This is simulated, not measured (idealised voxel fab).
Process module name: voxel self aligned contacts
It is cross-section cut that appears here, measuring 255 nm in width, its square cells being 5 nm in size.
A cross-section in this document is a grid of square cells, and it is written down as bands, the top band listed before the ones below it; a band is made up of one or more rows of cells.
Band: top height; bottom height; in nm. Then, left to right: material with width in nm, for each material. "all across": a single material spanning edge to edge. "air": empty space.
The reference from which all heights are counted is 0, the level beneath which the as-received wafer is entirely one material; the lowest band, having no lower bound, proceeds downward and is written after the example "top 0, no bottom".
Width: "30->40" (first number = top row, second number = bottom row, same change from row to row of cells).
"remains unaltered" for a step: no cell of the cross-section changed in that step.
You'll see "Enclosed internal voids" listing empty spaces that have no way open to the top, as long as they're 8 cells or more; the notation is width x height at distance, where the distance is from the left edge, and all of it is in nm.
Whatever follows a step's settings on its line is a remark the simulator itself makes about that step.
overlay nm, on a step with a mask: how far to the right of its planned place the mask lay; to the left if negative

**The planned process steps are enumerated hereunder**
1,RECEIVE: material Si
2,CONFORMAL_DEP: material SiO2, thk nm 5
3,DIRECTIONAL_DEP: material polySi, thk nm 25
4,DIRECTIONAL_DEP: material SiN, thk nm 25
5,MASKED_ETCH: tone cover, mask id GATE, width nm 30, pitch nm 70, etch materials SiN, depth nm 25, overlay nm 0
6,MASKED_ETCH: tone cover, mask id GATE, width nm 30, pitch nm 70, etch materials polySi, depth nm 25, overlay nm 0
7,CONFORMAL_DEP: material SiN, thk nm 10
8,DIRECTIONAL_ETCH: etch materials SiN, depth nm 10
9,FILL_DEP: material SiO2, thk nm 10
10,CMP: height nm 60
11,DIRECTIONAL_DEP: material aC, thk nm 15
12,PATTERN: tone open, mask id CONTACT, material resist, width nm 50, thk nm 30, overlay nm 0
13,DIRECTIONAL_ETCH: etch materials aC, depth nm 15
14,STRIP: etch materials resist
15,DIRECTIONAL_ETCH: etch materials SiO2, depth nm 60
16,STRIP: etch materials aC
17,CONFORMAL_DEP: material TiN, thk nm 5
18,FILL_DEP: material Ru, thk nm 5
19,CMP: height nm 60
20,CONFORMAL_DEP: material SiCN, thk nm 5

**Wafer as received: cross-section following step 1**
* top 0, no bottom | Si all across
* Enclosed internal voids: none

**Module complete - cross-section of the first of two wafers, run according to plan**
* top 65, bottom 60 | SiCN all across
* top 60, bottom 55 | SiO2 100  TiN 20  Ru 10  TiN 20  SiO2 105
* top 55, bottom 30 | SiO2 65  SiN 50  TiN 5  Ru 10  TiN 5  SiN 50  SiO2 70
* top 30, bottom 5 | SiO2 65  SiN 10  polySi 30  SiN 10  TiN 5  Ru 10  TiN 5  SiN 10  polySi 30  SiN 10  SiO2 70
* top 5, bottom 0 | SiO2 115  TiN 20  SiO2 120
* top 0, no bottom | Si all across
* Enclosed internal voids: none

**Wafer two, sectioned after the module: the first wafer's start, the first wafer's plan, and one mistake in how it was run**
* top 65, bottom 60 | SiCN all across
* top 60, bottom 55 | SiO2 100  TiN 20  Ru 10  TiN 20  SiO2 105
* top 55, bottom 35 | SiO2 65  SiN 50  TiN 5  Ru 10  TiN 5  SiN 50  SiO2 70
* top 35, bottom 30 | SiO2 65  SiN 50  TiN 20  SiN 50  SiO2 70
* top 30, bottom 5 | SiO2 60  SiN 10  polySi 40  SiN 10  TiN 10  SiN 10  polySi 40  SiN 10  SiO2 65
* top 5, bottom 0 | SiO2 120  TiN 10  SiO2 125
* top 0, no bottom | Si all across
* Enclosed internal voids: none
Misprocessing identified: step 6, actual vs plan mismatch, actual run MASKED_ETCH: tone cover, mask id GATE, width nm 40, pitch nm 70, etch materials polySi, depth nm 25, overlay nm 0
Final cells, second wafer relative to first, materials higher or lower: -12 Ru; -8 SiO2; +20 polySi
